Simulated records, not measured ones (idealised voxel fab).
This section sets out a process module, namely voxel self aligned contacts.
Each square cell in cross-section cut measures 5 nm, and the section as a whole is 180 nm wide.
Cross-section layout: square cells on a grid; listed as bands, top to bottom; a band spans one or more cell rows.
Per band: top height and bottom height in nm, followed by the left-to-right materials and their widths in nm; "full width" marks a single material spanning edge to edge, "air" marks empty space.
Heights from 0 (as-received wafer is one material below). Bottom band endless downward, as "0 down".
You'd read "30 to 40" like this: the band's top row of cells is as wide as the first number, its bottom row is as wide as the second, and going down, every row changes width by the same amount as the row before did.
Step marked "nothing altered"? Then no cell in the cross-section changed in it.
"Fully sealed cavities" enumerates empty spaces isolated from the top, with no open way to it, that contain at least 8 cells, giving each as width x height at distance from the left edge, all three in nm.
Whatever follows a step's settings on its line is a remark the simulator itself makes about that step.
The "overlay nm" setting may appear on a step's line; for a step that uses a mask, it gives how far to the right of its planned position the mask lay, and a negative value indicates the left.
# Set out below are the planned steps of the process
1) RECEIVE: material Si
2) CONFORMAL_DEP: material SiO2, thk nm 5
3) DIRECTIONAL_DEP: material polySi, thk nm 25
4) DIRECTIONAL_DEP: material SiN, thk nm 20
5) PATTERN: tone cover, mask id GATE, material resist, width nm 35, pitch nm 70, thk nm 15, overlay nm 0
6) DIRECTIONAL_ETCH: etch materials SiN, depth nm 20
7) DIRECTIONAL_ETCH: etch materials polySi, depth nm 25
8) STRIP: etch materials resist
9) CONFORMAL_DEP: material SiN, thk nm 5
10) DIRECTIONAL_ETCH: etch materials SiN, depth nm 5
11) FILL_DEP: material SiO2, thk nm 15
12) CMP: height nm 60
13) MASKED_ETCH: tone open, mask id CONTACT, width nm 55, etch materials SiO2, depth nm 60, overlay nm 0
14) CONFORMAL_DEP: material TiN, thk nm 5
15) FILL_DEP: material W, thk nm 5
16) CMP: height nm 60
17) CONFORMAL_DEP: material SiN, thk nm 5
# Cross-section of the wafer as it came to us, i.e., already through step 1
  0 down: Si full width
  Fully sealed cavities: none
# End state of the module in cross-section, given the above starting point and plan and one mistake in execution
  65 to 60: SiN full width
  60 to 55: W full width
  55 to 50: TiN=80, then W=15, then TiN=85
  50 to 30: SiO2=30, then SiN=45, then TiN=5, then W=15, then TiN=5, then SiN=45, then SiO2=35
  30 to 5: SiO2=30, then SiN=5, then polySi=35, then SiN=5, then TiN=5, then W=15, then TiN=5, then SiN=5, then polySi=35, then SiN=5, then SiO2=35
  5 to 0: SiO2=75, then TiN=25, then SiO2=80
  0 down: Si full width
  Fully sealed cavities: none
The plan and the run diverged here: in deviation from the planned setting, step 12 was conducted as CMP: height nm 50
